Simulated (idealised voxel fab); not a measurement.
Proc. module: voxel fin reveal
In the cross-section labelled cut, the width is 200 nm and each square cell is 5 nm.
Just so we're on the same page, the cross-sections are grids of square cells, and they're listed out in bands top to bottom, each band one or more rows deep. Band: top and bottom heights (nm) first, top before bottom; then materials from left to right, widths in nm. "edge to edge" marks a sole material filling the band edge to edge. "blank" denotes empty space. Height datum 0, below which the as-received substrate wafer is one material. Lowest band open at the bottom, running downward: "0 and below". The two numbers in a width such as "30 to 40" mark its ends across the band: the first belongs to the top row of cells, the second to the bottom row, and from each row to the next the width moves by the same amount. When a step is marked "nothing was modified", none of the cells in the cross-section changed during that step. What "Tabulated closed voids" gives you is every empty space of 8 cells or more that is cut off from the top. Each appears as width x height at distance, with the distance taken from the left edge and width, height and distance all in nm. Whatever follows a step's settings on its line is a remark the simulator itself makes about that step. A step line may carry the setting "overlay nm", which, for steps involving a mask, states the distance by which the mask lay to the right of its intended position; negative values denote displacement to the left.
**Process steps - plan**
- 1: RECEIVE | material Si
- 2: CONFORMAL_DEP | material SiN | thk nm 10
- 3: MASKED_ETCH | tone cover | mask id FINS | width nm 15 | pitch nm 35 | etch materials SiN | depth nm 10 | overlay nm 0
- 4: MASKED_ETCH | tone cover | mask id FINS | width nm 15 | pitch nm 35 | etch materials Si | depth nm 35 | overlay nm 0
- 5: OXIDIZE | depth nm 5
- 6: FILL_DEP | material SiO2 | thk nm 10
- 7: CMP | height nm 10
- 8: SELECTIVE_ETCH | etch materials SiO2 | depth nm 35
- 9: STRIP | etch materials SiN
- 10: CONFORMAL_DEP | material HfO2 | thk nm 5
**Shown in cross-section is the wafer as received, that is, as it stands after step 1**
	0 and below  Si edge to edge
	Tabulated closed voids: none
**Module complete - cross-section of the first of two wafers, run according to plan**
	5 down to 0  blank=40 / HfO2=15 / blank=20 / HfO2=15 / blank=20 / HfO2=15 / blank=20 / HfO2=15 / blank=40
	0 down to -20  blank=40 / HfO2=5 / Si=5 / HfO2=5 / blank=20 / HfO2=5 / Si=5 / HfO2=5 / blank=20 / HfO2=5 / Si=5 / HfO2=5 / blank=20 / HfO2=5 / Si=5 / HfO2=5 / blank=40
	-20 down to -25  HfO2=45 / Si=5 / HfO2=30 / Si=5 / HfO2=30 / Si=5 / HfO2=30 / Si=5 / HfO2=45
	-25 down to -40  SiO2=45 / Si=5 / SiO2=30 / Si=5 / SiO2=30 / Si=5 / SiO2=30 / Si=5 / SiO2=45
	-40 and below  Si edge to edge
	Tabulated closed voids: none
**Wafer two, sectioned after the module: the first wafer's start, the first wafer's plan, and one mistake in how it was run**
	5 down to 0  blank=40 / HfO2=15 / blank=20 / HfO2=15 / blank=20 / HfO2=15 / blank=20 / HfO2=15 / blank=40
	0 down to -20  blank=40 / HfO2=5 / Si=5 / HfO2=5 / blank=20 / HfO2=5 / Si=5 / HfO2=5 / blank=20 / HfO2=5 / Si=5 / HfO2=5 / blank=20 / HfO2=5 / Si=5 / HfO2=5 / blank=40
	-20 down to -25  HfO2=45 / Si=5 / HfO2=30 / Si=5 / HfO2=30 / Si=5 / HfO2=30 / Si=5 / HfO2=45
	-25 down to -75  SiO2=45 / Si=5 / SiO2=30 / Si=5 / SiO2=30 / Si=5 / SiO2=30 / Si=5 / SiO2=45
	-75 and below  Si edge to edge
	Tabulated closed voids: none
Heads up, the wafer didn't run the way we planned it: yeah, plan step 4 got run twice
End check, counted in cells, second wafer has more or fewer of these materials than the first: -252 Si, +252 SiO2
